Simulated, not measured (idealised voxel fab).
process module | voxel tone inversion
cross-section cut | 250 nm wide | cells 5 nm
A cross-section is a grid of square cells, given in bands from the top down. A band is one or more rows of cells.
Each band's line starts with the height of the band's top and of its bottom, in nm. Then come its materials from left to right, each with its width in nm. One material with "throughout" fills the band from edge to edge. "air" is empty space.
Height 0 is the level under which the wafer as received is all one material. The lowest band goes on downwards, as in "0 down".
A width such as "30 to 40" changes by the same amount from each row of cells to the next, from the band's top row to its bottom row.
"no change" after a step means that no cell of the cross-section changed.
closed voids: empty space of 8 cells or more with no open way to the top, each as width x height at its distance from the left edge, in nm
after a step's settings: what the simulator itself notes on the step
overlay nm, on a step with a mask: how far to the right of its planned place the mask lay; to the left if negative
plan
1 op RECEIVE | material Si
2 op CONFORMAL_DEP | material SiN | thk nm 10
3 op DIRECTIONAL_DEP | material polySi | thk nm 25
4 op PATTERN | tone cover | mask id POSTS | material resist | width nm 15 | pitch nm 45 | thk nm 35 | overlay nm 0
5 op DIRECTIONAL_ETCH | etch materials polySi | depth nm 25
6 op STRIP | etch materials resist
7 op FILL_DEP | material SiO2 | thk nm 10
8 op CMP | height nm 35
9 op STRIP | etch materials polySi
10 op CONFORMAL_DEP | material TiN | thk nm 5
11 op FILL_DEP | material Ru | thk nm 10
12 op CMP | height nm 35
13 op CONFORMAL_DEP | material SiN | thk nm 5
as received, after step 1
  0 down: Si throughout
  closed voids: none
first wafer at the end, as planned
  40 to 35: SiN throughout
  35 to 15: SiO2 70 | TiN 5 | Ru 5 | TiN 5 | SiO2 30 | TiN 5 | Ru 5 | TiN 5 | SiO2 30 | TiN 5 | Ru 5 | TiN 5 | SiO2 75
  15 to 10: SiO2 70 | TiN 15 | SiO2 30 | TiN 15 | SiO2 30 | TiN 15 | SiO2 75
  10 to 0: SiN throughout
  0 down: Si throughout
  closed voids: none
second wafer at the end: like start, like plan, one mistake
  40 to 35: SiN throughout
  35 to 15: SiO2 70 | TiN 5 | Ru 5 | TiN 5 | SiO2 30 | TiN 5 | Ru 5 | TiN 5 | SiO2 30 | TiN 5 | Ru 5 | TiN 5 | SiO2 75
  15 to 10: SiO2 70 | TiN 15 | SiO2 30 | TiN 15 | SiO2 30 | TiN 15 | SiO2 75
  10 to 0: SiO2 throughout
  0 down: Si throughout
  closed voids: none
what went wrong: step 2 ran as: op CONFORMAL_DEP | material SiO2 | thk nm 10
at the end the second wafer has, in cells: 100 fewer of SiN | 100 more of SiO2
